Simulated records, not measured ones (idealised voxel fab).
process module | voxel self aligned vias
cross-section cut | 195 nm wide | cells 5 nm
A cross-section is a grid of square cells, given in bands from the top down. A band is one or more rows of cells.
Each band's line starts with the height of the band's top and of its bottom, in nm. Then come its materials from left to right, each with its width in nm. One material with "throughout" fills the band from edge to edge. "air" is empty space.
Height 0 is the level under which the wafer as received is all one material. The lowest band goes on downwards, as in "0 down".
A width such as "30 to 40" changes by the same amount from each row of cells to the next, from the band's top row to its bottom row.
"no change" after a step means that no cell of the cross-section changed.
closed voids: empty space of 8 cells or more with no open way to the top, each as width x height at its distance from the left edge, in nm
after a step's settings: what the simulator itself notes on the step
overlay nm, on a step with a mask: how far to the right of its planned place the mask lay; to the left if negative
plan
1 op RECEIVE | material Si
2 op CONFORMAL_DEP | material SiO2 | thk nm 15
3 op CONFORMAL_DEP | material SiCN | thk nm 5
4 op DIRECTIONAL_DEP | material SiO2 | thk nm 25
5 op MASKED_ETCH | tone open | mask id LINES | width nm 25 | pitch nm 65 | etch materials SiO2 | depth nm 25 | overlay nm 0
6 op CONFORMAL_DEP | material TiN | thk nm 5
7 op FILL_DEP | material Ru | thk nm 10
8 op CMP | height nm 45
9 op SELECTIVE_ETCH | etch materials W Ru TiN | depth nm 5
10 op FILL_DEP | material SiN | thk nm 5
11 op CMP | height nm 45
12 op DIRECTIONAL_DEP | material SiO2 | thk nm 15
13 op DIRECTIONAL_DEP | material aC | thk nm 10
14 op PATTERN | tone open | mask id VIAS | material resist | width nm 35 | thk nm 30 | overlay nm 0
15 op DIRECTIONAL_ETCH | etch materials aC | depth nm 10
16 op STRIP | etch materials resist
17 op DIRECTIONAL_ETCH | etch materials SiO2 | depth nm 15
18 op DIRECTIONAL_ETCH | etch materials SiN | depth nm 5
19 op STRIP | etch materials aC
20 op CONFORMAL_DEP | material TiN | thk nm 5
21 op FILL_DEP | material Ru | thk nm 10
22 op CMP | height nm 60
23 op CONFORMAL_DEP | material SiN | thk nm 5
as received, after step 1
  0 down: Si throughout
  closed voids: none
a wafer at the end: this start, this plan, one mistake
  65 to 60: SiN throughout
  60 to 45: SiO2 50 | TiN 5 | Ru 15 | TiN 5 | SiO2 120
  45 to 40: SiO2 50 | TiN 25 | SiO2 40 | SiN 25 | SiO2 55
  40 to 25: SiO2 50 | TiN 5 | Ru 15 | TiN 5 | SiO2 40 | TiN 5 | Ru 15 | TiN 5 | SiO2 55
  25 to 20: SiO2 50 | TiN 25 | SiO2 40 | TiN 25 | SiO2 55
  20 to 15: SiCN throughout
  15 to 0: SiO2 throughout
  0 down: Si throughout
  closed voids: none
what went wrong: step 14 ran as: op PATTERN | tone open | mask id VIAS | material resist | width nm 25 | thk nm 30 | overlay nm 0
